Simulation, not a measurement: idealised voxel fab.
process module | voxel double patterning
cross-section cut | 170 nm wide | cells 5 nm
A cross-section is a grid of square cells, given in bands from the top down. A band is one or more rows of cells.
Each band's line starts with the height of the band's top and of its bottom, in nm. Then come its materials from left to right, each with its width in nm. One material with "throughout" fills the band from edge to edge. "air" is empty space.
Height 0 is the level under which the wafer as received is all one material. The lowest band goes on downwards, as in "0 down".
A width such as "30 to 40" changes by the same amount from each row of cells to the next, from the band's top row to its bottom row.
"no change" after a step means that no cell of the cross-section changed.
closed voids: empty space of 8 cells or more with no open way to the top, each as width x height at its distance from the left edge, in nm
after a step's settings: what the simulator itself notes on the step
overlay nm, on a step with a mask: how far to the right of its planned place the mask lay; to the left if negative
plan
1 op RECEIVE | material Si
2 op CONFORMAL_DEP | material SiN | thk nm 10
3 op DIRECTIONAL_DEP | material SiO2 | thk nm 10
4 op DIRECTIONAL_DEP | material SiCN | thk nm 5
5 op MASKED_ETCH | tone open | mask id FIRST | width nm 15 | pitch nm 50 | etch materials SiCN | depth nm 5 | overlay nm 0
6 op PATTERN | tone open | mask id SECOND | material resist | width nm 15 | thk nm 20 | overlay nm 0
7 op DIRECTIONAL_ETCH | etch materials SiCN | depth nm 5
8 op STRIP | etch materials resist
9 op DIRECTIONAL_ETCH | etch materials SiO2 | depth nm 10
10 op STRIP | etch materials SiCN
as received, after step 1
  0 down: Si throughout
  closed voids: none
first wafer at the end, as planned
  20 to 10: SiO2 50 | air 15 | SiO2 10 | air 15 | SiO2 10 | air 15 | SiO2 55
  10 to 0: SiN throughout
  0 down: Si throughout
  closed voids: none
second wafer at the end: like start, like plan, one mistake
  25 to 20: SiCN 50 | air 15 | SiCN 10 | air 15 | SiCN 10 | air 15 | SiCN 55
  20 to 10: SiO2 50 | air 15 | SiO2 10 | air 15 | SiO2 10 | air 15 | SiO2 55
  10 to 0: SiN throughout
  0 down: Si throughout
  closed voids: none
what went wrong: step 10 was left out
at the end the second wafer has, in cells: 25 more of SiCN
